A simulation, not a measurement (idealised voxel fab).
Process module in this document: voxel self aligned contacts
Cross-section cut spans 180 nm and uses square cells 5 nm in size.
Format of a cross-section: grid, square cells. Given as bands. Order: top down. Band: one or more rows of cells. Basically the band line says how high the top is and how high the bottom is, in nm, and then what's in it from left to right, every material with its width in nm. Empty space shows up as "air", and if a single material carries "all across" it runs the full band edge to edge. Height is counted from the level 0, under which the received wafer is composed throughout of one material. The lowest of the bands is not closed at the bottom but continues downward, in the notation "top 0, no bottom". Per-row width for "30 to 40": begins at first number (top row of band), ends at second number (bottom row), increment between rows held constant. "everything unchanged" after a step means that no cell of the cross-section changed. Entry "Tabulated closed voids". Content: empty spaces with no open connection to the top, size 8 cells or greater. Each: width x height at distance. Distance: from left edge. Unit: nm. What comes after the settings on a step's line is commentary from the simulator itself on that step. When a step includes a mask, the "overlay nm" setting on its line states how far to the right of its planned place that mask lay, and negative values state how far to the left.

Process steps (planned)
1 op RECEIVE | material Si
2 op OXIDIZE | depth nm 5
3 op DIRECTIONAL_DEP | material polySi | thk nm 20
4 op DIRECTIONAL_DEP | material SiN | thk nm 20
5 op MASKED_ETCH | tone cover | mask id GATE | width nm 25 | pitch nm 60 | etch materials SiN | depth nm 20 | overlay nm 0
6 op MASKED_ETCH | tone cover | mask id GATE | width nm 25 | pitch nm 60 | etch materials polySi | depth nm 20 | overlay nm 0
7 op CONFORMAL_DEP | material SiN | thk nm 5
8 op DIRECTIONAL_ETCH | etch materials SiN | depth nm 5
9 op FILL_DEP | material SiO2 | thk nm 15
10 op CMP | height nm 45
11 op PATTERN | tone open | mask id CONTACT | material resist | width nm 45 | pitch nm 60 | thk nm 15 | overlay nm 0
12 op DIRECTIONAL_ETCH | etch materials SiO2 | depth nm 50
13 op STRIP | etch materials resist
14 op CONFORMAL_DEP | material TiN | thk nm 5
15 op FILL_DEP | material Ru | thk nm 10
16 op CMP | height nm 45
17 op CONFORMAL_DEP | material SiCN | thk nm 5

Here's what the wafer looked like in cross-section when it arrived - that's after step 1
	top 0, no bottom | Si all across
	Tabulated closed voids: none

Final wafer profile in cross-section after the module, from the same start and plan as above, with one mistake made during processing
	top 50, bottom 45 | SiCN all across
	top 45, bottom 40 | SiO2=35 / TiN=15 / Ru=15 / TiN=15 / SiO2=15 / TiN=15 / Ru=15 / TiN=15 / SiO2=40
	top 40, bottom 20 | SiO2=10 / SiN=35 / TiN=5 / Ru=15 / TiN=5 / SiN=35 / TiN=5 / Ru=15 / TiN=5 / SiN=35 / SiO2=15
	top 20, bottom 0 | SiO2=10 / SiN=5 / polySi=25 / SiN=5 / TiN=5 / Ru=15 / TiN=5 / SiN=5 / polySi=25 / SiN=5 / TiN=5 / Ru=15 / TiN=5 / SiN=5 / polySi=25 / SiN=5 / SiO2=15
	top 0, bottom -5 | SiO2=45 / TiN=25 / SiO2=35 / TiN=25 / SiO2=50
	top -5, bottom -15 | SiO2 all across
	top -15, no bottom | Si all across
	Tabulated closed voids: none
What went wrong in running the wafer? not per plan at step 2, really ran op OXIDIZE | depth nm 15
